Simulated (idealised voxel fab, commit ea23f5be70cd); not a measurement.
Process module in this document: voxel wiring stack
It is cross-section cut that appears here, measuring 270 nm in width, its square cells being 5 nm in size.
A cross-section is written here as square cells arranged in a grid, and it is given in bands from the top down, each band taking up one or more rows of cells. For a band, the entry starts with two heights in nm, that of the top and then that of the bottom, and carries on with the band's materials in order from left to right, each alongside its width in nm; the word "everywhere" beside a single material means it fills the band edge to edge, and "air" means empty space. Heights are measured from 0, the level below which the as-received wafer is all one material; the lowest band has no bottom and continues downward, written as in "0 -> down". The notation "30->40" denotes a width that varies across the rows of cells in the band, beginning at the first number in the top row, finishing at the second number in the bottom row, and changing by an identical amount from each row to the next. Given "stayed the same" for a step, no cell of the cross-section differs between before and after that step. Entry "Closed void table". Content: empty spaces with no open connection to the top, size 8 cells or greater. Each: width x height at distance. Distance: from left edge. Unit: nm. What comes after the settings on a step's line is commentary from the simulator itself on that step. The "overlay nm" setting may appear on a step's line; for a step that uses a mask, it gives how far to the right of its planned position the mask lay, and a negative value indicates the left.
plan:
1. RECEIVE, material Si
2. CONFORMAL_DEP, material SiO2, thk nm 15
3. CONFORMAL_DEP, material SiN, thk nm 5
4. DIRECTIONAL_DEP, material lowk, thk nm 15
5. PATTERN, tone open, mask id METAL_1, material resist, width nm 30, pitch nm 60, thk nm 20, overlay nm 0
6. DIRECTIONAL_ETCH, etch materials lowk, depth nm 15
7. DIRECTIONAL_ETCH, etch materials SiN, depth nm 5
8. STRIP, etch materials resist
9. CONFORMAL_DEP, material TiN, thk nm 5
10. FILL_DEP, material Cu, thk nm 5
11. CMP, height nm 35
12. CONFORMAL_DEP, material SiCN, thk nm 5
13. DIRECTIONAL_DEP, material lowk, thk nm 30
14. DIRECTIONAL_DEP, material aC, thk nm 10
15. PATTERN, tone open, mask id METAL_2, material resist, width nm 30, pitch nm 60, thk nm 25, overlay nm 0
16. DIRECTIONAL_ETCH, etch materials aC, depth nm 10
17. STRIP, etch materials resist
18. DIRECTIONAL_ETCH, etch materials lowk, depth nm 20
19. STRIP, etch materials aC
20. MASKED_ETCH, tone open, mask id METAL_2_HOLES, width nm 15, pitch nm 60, etch materials lowk, depth nm 10, overlay nm 0
21. MASKED_ETCH, tone open, mask id METAL_2_HOLES, width nm 15, pitch nm 60, etch materials SiCN, depth nm 5, overlay nm 0
22. CONFORMAL_DEP, material TiN, thk nm 5
23. FILL_DEP, material Cu, thk nm 5
24. CMP, height nm 70
25. CONFORMAL_DEP, material SiCN, thk nm 5
26. DIRECTIONAL_DEP, material lowk, thk nm 30
27. DIRECTIONAL_DEP, material aC, thk nm 10
28. PATTERN, tone open, mask id METAL_3_HOLES, material resist, width nm 15, pitch nm 120, thk nm 25, overlay nm 0
29. DIRECTIONAL_ETCH, etch materials aC, depth nm 10
30. STRIP, etch materials resist
31. DIRECTIONAL_ETCH, etch materials lowk, depth nm 30
32. STRIP, etch materials aC
33. DIRECTIONAL_DEP, material aC, thk nm 10
34. PATTERN, tone open, mask id METAL_3, material resist, width nm 30, pitch nm 60, thk nm 25, overlay nm 0
35. DIRECTIONAL_ETCH, etch materials aC, depth nm 10
36. STRIP, etch materials resist
37. DIRECTIONAL_ETCH, etch materials lowk, depth nm 15
38. DIRECTIONAL_ETCH, etch materials SiCN, depth nm 5
39. STRIP, etch materials aC
40. CONFORMAL_DEP, material TiN, thk nm 5
41. FILL_DEP, material Cu, thk nm 5
42. CMP, height nm 105
43. CONFORMAL_DEP, material SiCN, thk nm 5
First wafer, two in total, run as planned:
Delivered wafer in cross-section: state after step 1:
  0 -> down | Si everywhere
  Closed void table: none
Cross-section of the wafer after step 2:
  15 -> 0 | SiO2 everywhere
  Under the height 0 nothing was changed.
Cross-section of the wafer after step 3:
  20 -> 15 | SiN everywhere
  Under the height 15 nothing was changed.
Cross-section of the wafer after step 4:
  35 -> 20 | lowk everywhere
  Under the height 20 nothing was changed.
Cross-section of the wafer after step 5:
  55 -> 35 | 30 resist, then 30 air, then 30 resist, then 30 air, then 30 resist, then 30 air, then 30 resist, then 30 air, then 30 resist
  Under the height 35 nothing was changed.
Cross-section of the wafer after step 6:
  55 -> 35 | 30 resist, then 30 air, then 30 resist, then 30 air, then 30 resist, then 30 air, then 30 resist, then 30 air, then 30 resist
  35 -> 20 | 30 lowk, then 30 air, then 30 lowk, then 30 air, then 30 lowk, then 30 air, then 30 lowk, then 30 air, then 30 lowk
  Under the height 20 nothing was changed.
Cross-section of the wafer after step 7:
  55 -> 35 | 30 resist, then 30 air, then 30 resist, then 30 air, then 30 resist, then 30 air, then 30 resist, then 30 air, then 30 resist
  35 -> 20 | 30 lowk, then 30 air, then 30 lowk, then 30 air, then 30 lowk, then 30 air, then 30 lowk, then 30 air, then 30 lowk
  20 -> 15 | 30 SiN, then 30 air, then 30 SiN, then 30 air, then 30 SiN, then 30 air, then 30 SiN, then 30 air, then 30 SiN
  Under the height 15 nothing was changed.
Cross-section of the wafer after step 8:
  35 -> 20 | 30 lowk, then 30 air, then 30 lowk, then 30 air, then 30 lowk, then 30 air, then 30 lowk, then 30 air, then 30 lowk
  Under the height 20 nothing was changed.
Cross-section of the wafer after step 9:
  40 -> 35 | 35 TiN, then 20 air, then 40 TiN, then 20 air, then 40 TiN, then 20 air, then 40 TiN, then 20 air, then 35 TiN
  35 -> 20 | 30 lowk, then 5 TiN, then 20 air, then 5 TiN, then 30 lowk, then 5 TiN, then 20 air, then 5 TiN, then 30 lowk, then 5 TiN, then 20 air, then 5 TiN, then 30 lowk, then 5 TiN, then 20 air, then 5 TiN, then 30 lowk
  20 -> 15 | 30 SiN, then 30 TiN, then 30 SiN, then 30 TiN, then 30 SiN, then 30 TiN, then 30 SiN, then 30 TiN, then 30 SiN
  Under the height 15 nothing was changed.
Cross-section of the wafer after step 10:
  45 -> 40 | Cu everywhere
  40 -> 35 | 35 TiN, then 20 Cu, then 40 TiN, then 20 Cu, then 40 TiN, then 20 Cu, then 40 TiN, then 20 Cu, then 35 TiN
  35 -> 20 | 30 lowk, then 5 TiN, then 20 Cu, then 5 TiN, then 30 lowk, then 5 TiN, then 20 Cu, then 5 TiN, then 30 lowk, then 5 TiN, then 20 Cu, then 5 TiN, then 30 lowk, then 5 TiN, then 20 Cu, then 5 TiN, then 30 lowk
  Under the height 20 nothing was changed.
Cross-section of the wafer after step 11:
  35 -> 20 | 30 lowk, then 5 TiN, then 20 Cu, then 5 TiN, then 30 lowk, then 5 TiN, then 20 Cu, then 5 TiN, then 30 lowk, then 5 TiN, then 20 Cu, then 5 TiN, then 30 lowk, then 5 TiN, then 20 Cu, then 5 TiN, then 30 lowk
  Under the height 20 nothing was changed.
Cross-section of the wafer after step 12:
  40 -> 35 | SiCN everywhere
  Under the height 35 nothing was changed.
Cross-section of the wafer after step 13:
  70 -> 40 | lowk everywhere
  Under the height 40 nothing was changed.
Cross-section of the wafer after step 14:
  80 -> 70 | aC everywhere
  Under the height 70 nothing was changed.
Cross-section of the wafer after step 15:
  105 -> 80 | 30 resist, then 30 air, then 30 resist, then 30 air, then 30 resist, then 30 air, then 30 resist, then 30 air, then 30 resist
  Under the height 80 nothing was changed.
Cross-section of the wafer after step 16:
  95 -> 80 | 30 resist, then 30 air, then 30 resist, then 30 air, then 30 resist, then 30 air, then 30 resist, then 30 air, then 30 resist
  80 -> 70 | 30 aC, then 30 air, then 30 aC, then 30 air, then 30 aC, then 30 air, then 30 aC, then 30 air, then 30 aC
  Under the height 70 nothing was changed.
Cross-section of the wafer after step 17:
  80 -> 70 | 30 aC, then 30 air, then 30 aC, then 30 air, then 30 aC, then 30 air, then 30 aC, then 30 air, then 30 aC
  Under the height 70 nothing was changed.
Cross-section of the wafer after step 18:
  80 -> 70 | 30 aC, then 30 air, then 30 aC, then 30 air, then 30 aC, then 30 air, then 30 aC, then 30 air, then 30 aC
  70 -> 50 | 30 lowk, then 30 air, then 30 lowk, then 30 air, then 30 lowk, then 30 air, then 30 lowk, then 30 air, then 30 lowk
  Under the height 50 nothing was changed.
Cross-section of the wafer after step 19:
  70 -> 50 | 30 lowk, then 30 air, then 30 lowk, then 30 air, then 30 lowk, then 30 air, then 30 lowk, then 30 air, then 30 lowk
  Under the height 50 nothing was changed.
Cross-section of the wafer after step 20:
  70 -> 50 | 30 lowk, then 30 air, then 30 lowk, then 30 air, then 30 lowk, then 30 air, then 30 lowk, then 30 air, then 30 lowk
  50 -> 40 | 30 lowk, then 15 air, then 45 lowk, then 15 air, then 45 lowk, then 15 air, then 45 lowk, then 15 air, then 45 lowk
  Under the height 40 nothing was changed.
Cross-section of the wafer after step 21:
  70 -> 50 | 30 lowk, then 30 air, then 30 lowk, then 30 air, then 30 lowk, then 30 air, then 30 lowk, then 30 air, then 30 lowk
  50 -> 40 | 30 lowk, then 15 air, then 45 lowk, then 15 air, then 45 lowk, then 15 air, then 45 lowk, then 15 air, then 45 lowk
  40 -> 35 | 30 SiCN, then 15 air, then 45 SiCN, then 15 air, then 45 SiCN, then 15 air, then 45 SiCN, then 15 air, then 45 SiCN
  Under the height 35 nothing was changed.
Cross-section of the wafer after step 22:
  75 -> 70 | 35 TiN, then 20 air, then 40 TiN, then 20 air, then 40 TiN, then 20 air, then 40 TiN, then 20 air, then 35 TiN
  70 -> 55 | 30 lowk, then 5 TiN, then 20 air, then 5 TiN, then 30 lowk, then 5 TiN, then 20 air, then 5 TiN, then 30 lowk, then 5 TiN, then 20 air, then 5 TiN, then 30 lowk, then 5 TiN, then 20 air, then 5 TiN, then 30 lowk
  55 -> 50 | 30 lowk, then 5 TiN, then 5 air, then 20 TiN, then 30 lowk, then 5 TiN, then 5 air, then 20 TiN, then 30 lowk, then 5 TiN, then 5 air, then 20 TiN, then 30 lowk, then 5 TiN, then 5 air, then 20 TiN, then 30 lowk
  50 -> 40 | 30 lowk, then 5 TiN, then 5 air, then 5 TiN, then 45 lowk, then 5 TiN, then 5 air, then 5 TiN, then 45 lowk, then 5 TiN, then 5 air, then 5 TiN, then 45 lowk, then 5 TiN, then 5 air, then 5 TiN, then 45 lowk
  40 -> 35 | 30 SiCN, then 15 TiN, then 45 SiCN, then 15 TiN, then 45 SiCN, then 15 TiN, then 45 SiCN, then 15 TiN, then 45 SiCN
  Under the height 35 nothing was changed.
Cross-section of the wafer after step 23:
  80 -> 75 | Cu everywhere
  75 -> 70 | 35 TiN, then 20 Cu, then 40 TiN, then 20 Cu, then 40 TiN, then 20 Cu, then 40 TiN, then 20 Cu, then 35 TiN
  70 -> 55 | 30 lowk, then 5 TiN, then 20 Cu, then 5 TiN, then 30 lowk, then 5 TiN, then 20 Cu, then 5 TiN, then 30 lowk, then 5 TiN, then 20 Cu, then 5 TiN, then 30 lowk, then 5 TiN, then 20 Cu, then 5 TiN, then 30 lowk
  55 -> 50 | 30 lowk, then 5 TiN, then 5 Cu, then 20 TiN, then 30 lowk, then 5 TiN, then 5 Cu, then 20 TiN, then 30 lowk, then 5 TiN, then 5 Cu, then 20 TiN, then 30 lowk, then 5 TiN, then 5 Cu, then 20 TiN, then 30 lowk
  50 -> 40 | 30 lowk, then 5 TiN, then 5 Cu, then 5 TiN, then 45 lowk, then 5 TiN, then 5 Cu, then 5 TiN, then 45 lowk, then 5 TiN, then 5 Cu, then 5 TiN, then 45 lowk, then 5 TiN, then 5 Cu, then 5 TiN, then 45 lowk
  Under the height 40 nothing was changed.
Cross-section of the wafer after step 24:
  70 -> 55 | 30 lowk, then 5 TiN, then 20 Cu, then 5 TiN, then 30 lowk, then 5 TiN, then 20 Cu, then 5 TiN, then 30 lowk, then 5 TiN, then 20 Cu, then 5 TiN, then 30 lowk, then 5 TiN, then 20 Cu, then 5 TiN, then 30 lowk
  Under the height 55 nothing was changed.
Cross-section of the wafer after step 25:
  75 -> 70 | SiCN everywhere
  Under the height 70 nothing was changed.
Cross-section of the wafer after step 26:
  105 -> 75 | lowk everywhere
  Under the height 75 nothing was changed.
Cross-section of the wafer after step 27:
  115 -> 105 | aC everywhere
  Under the height 105 nothing was changed.
Cross-section of the wafer after step 28:
  140 -> 115 | 30 resist, then 15 air, then 105 resist, then 15 air, then 105 resist
  Under the height 115 nothing was changed.
Cross-section of the wafer after step 29:
  130 -> 115 | 30 resist, then 15 air, then 105 resist, then 15 air, then 105 resist
  115 -> 105 | 30 aC, then 15 air, then 105 aC, then 15 air, then 105 aC
  Under the height 105 nothing was changed.
Cross-section of the wafer after step 30:
  115 -> 105 | 30 aC, then 15 air, then 105 aC, then 15 air, then 105 aC
  Under the height 105 nothing was changed.
Cross-section of the wafer after step 31:
  115 -> 105 | 30 aC, then 15 air, then 105 aC, then 15 air, then 105 aC
  105 -> 75 | 30 lowk, then 15 air, then 105 lowk, then 15 air, then 105 lowk
  Under the height 75 nothing was changed.
Cross-section of the wafer after step 32:
  105 -> 75 | 30 lowk, then 15 air, then 105 lowk, then 15 air, then 105 lowk
  Under the height 75 nothing was changed.
Cross-section of the wafer after step 33:
  115 -> 105 | 30 aC, then 15 air, then 105 aC, then 15 air, then 105 aC
  105 -> 85 | 30 lowk, then 15 air, then 105 lowk, then 15 air, then 105 lowk
  85 -> 75 | 30 lowk, then 15 aC, then 105 lowk, then 15 aC, then 105 lowk
  Under the height 75 nothing was changed.
Cross-section of the wafer after step 34:
  140 -> 115 | 30 resist, then 30 air, then 30 resist, then 30 air, then 30 resist, then 30 air, then 30 resist, then 30 air, then 30 resist
  Under the height 115 nothing was changed.
Cross-section of the wafer after step 35:
  130 -> 115 | 30 resist, then 30 air, then 30 resist, then 30 air, then 30 resist, then 30 air, then 30 resist, then 30 air, then 30 resist
  115 -> 105 | 30 aC, then 30 air, then 30 aC, then 30 air, then 30 aC, then 30 air, then 30 aC, then 30 air, then 30 aC
  105 -> 75 | 30 lowk, then 15 air, then 105 lowk, then 15 air, then 105 lowk
  Under the height 75 nothing was changed.
Cross-section of the wafer after step 36:
  115 -> 105 | 30 aC, then 30 air, then 30 aC, then 30 air, then 30 aC, then 30 air, then 30 aC, then 30 air, then 30 aC
  Under the height 105 nothing was changed.
Cross-section of the wafer after step 37:
  115 -> 105 | 30 aC, then 30 air, then 30 aC, then 30 air, then 30 aC, then 30 air, then 30 aC, then 30 air, then 30 aC
  105 -> 90 | 30 lowk, then 30 air, then 30 lowk, then 30 air, then 30 lowk, then 30 air, then 30 lowk, then 30 air, then 30 lowk
  Under the height 90 nothing was changed.
Cross-section of the wafer after step 38:
  115 -> 105 | 30 aC, then 30 air, then 30 aC, then 30 air, then 30 aC, then 30 air, then 30 aC, then 30 air, then 30 aC
  105 -> 90 | 30 lowk, then 30 air, then 30 lowk, then 30 air, then 30 lowk, then 30 air, then 30 lowk, then 30 air, then 30 lowk
  90 -> 75 | 30 lowk, then 15 air, then 105 lowk, then 15 air, then 105 lowk
  75 -> 70 | 30 SiCN, then 15 air, then 105 SiCN, then 15 air, then 105 SiCN
  Under the height 70 nothing was changed.
Cross-section of the wafer after step 39:
  105 -> 90 | 30 lowk, then 30 air, then 30 lowk, then 30 air, then 30 lowk, then 30 air, then 30 lowk, then 30 air, then 30 lowk
  Under the height 90 nothing was changed.
Cross-section of the wafer after step 40:
  110 -> 105 | 35 TiN, then 20 air, then 40 TiN, then 20 air, then 40 TiN, then 20 air, then 40 TiN, then 20 air, then 35 TiN
  105 -> 95 | 30 lowk, then 5 TiN, then 20 air, then 5 TiN, then 30 lowk, then 5 TiN, then 20 air, then 5 TiN, then 30 lowk, then 5 TiN, then 20 air, then 5 TiN, then 30 lowk, then 5 TiN, then 20 air, then 5 TiN, then 30 lowk
  95 -> 90 | 30 lowk, then 5 TiN, then 5 air, then 20 TiN, then 30 lowk, then 30 TiN, then 30 lowk, then 5 TiN, then 5 air, then 20 TiN, then 30 lowk, then 30 TiN, then 30 lowk
  90 -> 75 | 30 lowk, then 5 TiN, then 5 air, then 5 TiN, then 105 lowk, then 5 TiN, then 5 air, then 5 TiN, then 105 lowk
  75 -> 70 | 30 SiCN, then 15 TiN, then 105 SiCN, then 15 TiN, then 105 SiCN
  Under the height 70 nothing was changed.
Cross-section of the wafer after step 41:
  115 -> 110 | Cu everywhere
  110 -> 105 | 35 TiN, then 20 Cu, then 40 TiN, then 20 Cu, then 40 TiN, then 20 Cu, then 40 TiN, then 20 Cu, then 35 TiN
  105 -> 95 | 30 lowk, then 5 TiN, then 20 Cu, then 5 TiN, then 30 lowk, then 5 TiN, then 20 Cu, then 5 TiN, then 30 lowk, then 5 TiN, then 20 Cu, then 5 TiN, then 30 lowk, then 5 TiN, then 20 Cu, then 5 TiN, then 30 lowk
  95 -> 90 | 30 lowk, then 5 TiN, then 5 Cu, then 20 TiN, then 30 lowk, then 30 TiN, then 30 lowk, then 5 TiN, then 5 Cu, then 20 TiN, then 30 lowk, then 30 TiN, then 30 lowk
  90 -> 75 | 30 lowk, then 5 TiN, then 5 Cu, then 5 TiN, then 105 lowk, then 5 TiN, then 5 Cu, then 5 TiN, then 105 lowk
  Under the height 75 nothing was changed.
Cross-section of the wafer after step 42:
  105 -> 95 | 30 lowk, then 5 TiN, then 20 Cu, then 5 TiN, then 30 lowk, then 5 TiN, then 20 Cu, then 5 TiN, then 30 lowk, then 5 TiN, then 20 Cu, then 5 TiN, then 30 lowk, then 5 TiN, then 20 Cu, then 5 TiN, then 30 lowk
  Under the height 95 nothing was changed.
Cross-section of the wafer after step 43:
  110 -> 105 | SiCN everywhere
  Under the height 105 nothing was changed.
Second wafer. Start and plan as for the first. One mistake made in running. Agrees with the first up to and including step 33:
Second wafer, cross-section, planned end of step 34:
  140 -> 115 | 30 resist, then 35 air, then 25 resist, then 35 air, then 25 resist, then 35 air, then 25 resist, then 35 air, then 25 resist
  Under the height 115 nothing was changed.
Second wafer, cross-section, planned end of step 35:
  130 -> 115 | 30 resist, then 35 air, then 25 resist, then 35 air, then 25 resist, then 35 air, then 25 resist, then 35 air, then 25 resist
  115 -> 105 | 30 aC, then 35 air, then 25 aC, then 35 air, then 25 aC, then 35 air, then 25 aC, then 35 air, then 25 aC
  105 -> 75 | 30 lowk, then 15 air, then 105 lowk, then 15 air, then 105 lowk
  Under the height 75 nothing was changed.
Second wafer, cross-section, planned end of step 36:
  115 -> 105 | 30 aC, then 35 air, then 25 aC, then 35 air, then 25 aC, then 35 air, then 25 aC, then 35 air, then 25 aC
  Under the height 105 nothing was changed.
Second wafer, cross-section, planned end of step 37:
  115 -> 105 | 30 aC, then 35 air, then 25 aC, then 35 air, then 25 aC, then 35 air, then 25 aC, then 35 air, then 25 aC
  105 -> 90 | 30 lowk, then 35 air, then 25 lowk, then 35 air, then 25 lowk, then 35 air, then 25 lowk, then 35 air, then 25 lowk
  Under the height 90 nothing was changed.
Second wafer, cross-section, planned end of step 38:
  115 -> 105 | 30 aC, then 35 air, then 25 aC, then 35 air, then 25 aC, then 35 air, then 25 aC, then 35 air, then 25 aC
  105 -> 90 | 30 lowk, then 35 air, then 25 lowk, then 35 air, then 25 lowk, then 35 air, then 25 lowk, then 35 air, then 25 lowk
  90 -> 75 | 30 lowk, then 15 air, then 105 lowk, then 15 air, then 105 lowk
  75 -> 70 | 30 SiCN, then 15 air, then 105 SiCN, then 15 air, then 105 SiCN
  Under the height 70 nothing was changed.
Second wafer, cross-section, planned end of step 39:
  105 -> 90 | 30 lowk, then 35 air, then 25 lowk, then 35 air, then 25 lowk, then 35 air, then 25 lowk, then 35 air, then 25 lowk
  Under the height 90 nothing was changed.
Second wafer, cross-section, planned end of step 40:
  110 -> 105 | 35 TiN, then 25 air, then 35 TiN, then 25 air, then 35 TiN, then 25 air, then 35 TiN, then 25 air, then 30 TiN
  105 -> 95 | 30 lowk, then 5 TiN, then 25 air, then 5 TiN, then 25 lowk, then 5 TiN, then 25 air, then 5 TiN, then 25 lowk, then 5 TiN, then 25 air, then 5 TiN, then 25 lowk, then 5 TiN, then 25 air, then 5 TiN, then 25 lowk
  95 -> 90 | 30 lowk, then 5 TiN, then 5 air, then 25 TiN, then 25 lowk, then 35 TiN, then 25 lowk, then 5 TiN, then 5 air, then 25 TiN, then 25 lowk, then 35 TiN, then 25 lowk
  90 -> 75 | 30 lowk, then 5 TiN, then 5 air, then 5 TiN, then 105 lowk, then 5 TiN, then 5 air, then 5 TiN, then 105 lowk
  75 -> 70 | 30 SiCN, then 15 TiN, then 105 SiCN, then 15 TiN, then 105 SiCN
  Under the height 70 nothing was changed.
Second wafer, cross-section, planned end of step 41:
  115 -> 110 | Cu everywhere
  110 -> 105 | 35 TiN, then 25 Cu, then 35 TiN, then 25 Cu, then 35 TiN, then 25 Cu, then 35 TiN, then 25 Cu, then 30 TiN
  105 -> 95 | 30 lowk, then 5 TiN, then 25 Cu, then 5 TiN, then 25 lowk, then 5 TiN, then 25 Cu, then 5 TiN, then 25 lowk, then 5 TiN, then 25 Cu, then 5 TiN, then 25 lowk, then 5 TiN, then 25 Cu, then 5 TiN, then 25 lowk
  95 -> 90 | 30 lowk, then 5 TiN, then 5 Cu, then 25 TiN, then 25 lowk, then 35 TiN, then 25 lowk, then 5 TiN, then 5 Cu, then 25 TiN, then 25 lowk, then 35 TiN, then 25 lowk
  90 -> 75 | 30 lowk, then 5 TiN, then 5 Cu, then 5 TiN, then 105 lowk, then 5 TiN, then 5 Cu, then 5 TiN, then 105 lowk
  Under the height 75 nothing was changed.
Second wafer, cross-section, planned end of step 42:
  105 -> 95 | 30 lowk, then 5 TiN, then 25 Cu, then 5 TiN, then 25 lowk, then 5 TiN, then 25 Cu, then 5 TiN, then 25 lowk, then 5 TiN, then 25 Cu, then 5 TiN, then 25 lowk, then 5 TiN, then 25 Cu, then 5 TiN, then 25 lowk
  Under the height 95 nothing was changed.
Second wafer, cross-section, planned end of step 43:
  110 -> 105 | SiCN everywhere
  Under the height 105 nothing was changed.
Nonconformance to the process plan: in deviation from the planned setting, step 34 was conducted as PATTERN, tone open, mask id METAL_3, material resist, width nm 35, pitch nm 60, thk nm 25, overlay nm 0
Final difference in cells, second wafer against first, listed per material as more or fewer: 8 more of Cu; 4 more of TiN; 12 fewer of lowk
